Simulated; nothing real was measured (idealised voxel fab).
Proc. module: voxel self aligned vias
165 nm wide, 5 nm square cells: that's cross-section cut.
How to read a cross-section here: the picture is a grid of square cells, written as bands going from the top down, and any band can span one or more rows of cells. Within each band entry, the heights of the top and of the bottom of the band appear first, in that order and in nm; the materials of the band then follow from left to right, each with its corresponding width in nm. The designation "edge to edge" on a single material indicates that it fills the band from edge to edge; the designation "air" indicates empty space. Heights are measured from 0, the level below which the as-received wafer is all one material; the lowest band has no bottom and continues downward, written as in "0..down". Read "30->40" as a graded width: first number on top, second number at the bottom, same change between each pair of neighbouring rows. "identical to before" -> step changed no cross-section cell. The list in "Sealed internal cavities" covers empty spaces of 8 cells or more that cannot reach the top through any open way, and it gives each as width x height at distance; the distance is from the left edge, and width, height and distance are in nm. If you see something after the settings on a step's line, that's the simulator's own remark about that step. overlay nm: mask offset rightward from planned place, masked step; negative means leftward offset.

## Steps planned for the process
1. RECEIVE: material Si
2. CONFORMAL_DEP: material SiO2, thk nm 15
3. CONFORMAL_DEP: material SiCN, thk nm 5
4. DIRECTIONAL_DEP: material SiO2, thk nm 20
5. MASKED_ETCH: tone open, mask id LINES, width nm 20, pitch nm 55, etch materials SiO2, depth nm 20, overlay nm 0
6. CONFORMAL_DEP: material TiN, thk nm 5
7. FILL_DEP: material Ru, thk nm 5
8. CMP: height nm 40
9. SELECTIVE_ETCH: etch materials W Ru TiN, depth nm 5
10. FILL_DEP: material SiN, thk nm 10
11. CMP: height nm 40
12. DIRECTIONAL_DEP: material SiO2, thk nm 20
13. DIRECTIONAL_DEP: material aC, thk nm 10
14. PATTERN: tone open, mask id VIAS, material resist, width nm 30, thk nm 30, overlay nm -15
15. DIRECTIONAL_ETCH: etch materials aC, depth nm 10
16. STRIP: etch materials resist
17. DIRECTIONAL_ETCH: etch materials SiO2, depth nm 20
18. DIRECTIONAL_ETCH: etch materials SiN, depth nm 5
19. STRIP: etch materials aC
20. CONFORMAL_DEP: material TiN, thk nm 5
21. FILL_DEP: material Cu, thk nm 5
22. CMP: height nm 60
23. CONFORMAL_DEP: material SiCN, thk nm 5
Don't read the plan's overlay nm for step 14 as applying to every wafer: that's the first wafer's value, and the wafers differ in it, though they all start identical.

## Cross-section, first of several wafers, as delivered after step 1
    0..down | Si edge to edge
    Sealed internal cavities: none

## first wafer at the end, after step 23
    65..60 | SiCN edge to edge
    60..45 | SiO2 (25); TiN (5); Cu (20); TiN (5); SiO2 (110)
    45..40 | SiO2 (25); TiN (30); SiO2 (110)
    40..35 | SiO2 (45); TiN (10); SiN (10); SiO2 (35); SiN (20); SiO2 (45)
    35..25 | SiO2 (45); TiN (5); Ru (10); TiN (5); SiO2 (35); TiN (5); Ru (10); TiN (5); SiO2 (45)
    25..20 | SiO2 (45); TiN (20); SiO2 (35); TiN (20); SiO2 (45)
    20..15 | SiCN edge to edge
    15..0 | SiO2 edge to edge
    0..down | Si edge to edge
    Sealed internal cavities: none

## Of the several wafers, the last: cross-section at the end of the module
    65..60 | SiCN edge to edge
    60..45 | SiO2 (55); TiN (5); Cu (20); TiN (5); SiO2 (80)
    45..40 | SiO2 (55); TiN (30); SiO2 (80)
    40..35 | SiO2 (45); SiN (10); TiN (10); SiO2 (35); SiN (20); SiO2 (45)
    35..25 | SiO2 (45); TiN (5); Ru (10); TiN (5); SiO2 (35); TiN (5); Ru (10); TiN (5); SiO2 (45)
    25..20 | SiO2 (45); TiN (20); SiO2 (35); TiN (20); SiO2 (45)
    20..15 | SiCN edge to edge
    15..0 | SiO2 edge to edge
    0..down | Si edge to edge
    Sealed internal cavities: none

## Every row in this table is a wafer at the end of the module, and it gives, for each of the materials, the cells that wafer has gained (+) or lost (-) since it was received, then its closed voids
overlay nm -15 | +12 Cu | +8 Ru | +66 SiCN | +6 SiN | +307 SiO2 | +30 TiN | Sealed internal cavities: none
overlay nm -10 | +13 Cu | +8 Ru | +66 SiCN | +5 SiN | +307 SiO2 | +30 TiN | Sealed internal cavities: none
overlay nm -5 | +14 Cu | +8 Ru | +66 SiCN | +4 SiN | +307 SiO2 | +30 TiN | Sealed internal cavities: none
overlay nm 0 | +14 Cu | +8 Ru | +66 SiCN | +4 SiN | +307 SiO2 | +30 TiN | Sealed internal cavities: none
overlay nm 5 | +14 Cu | +8 Ru | +66 SiCN | +4 SiN | +307 SiO2 | +30 TiN | Sealed internal cavities: none
overlay nm 10 | +13 Cu | +8 Ru | +66 SiCN | +5 SiN | +307 SiO2 | +30 TiN | Sealed internal cavities: none
overlay nm 15 | +12 Cu | +8 Ru | +66 SiCN | +6 SiN | +307 SiO2 | +30 TiN | Sealed internal cavities: none
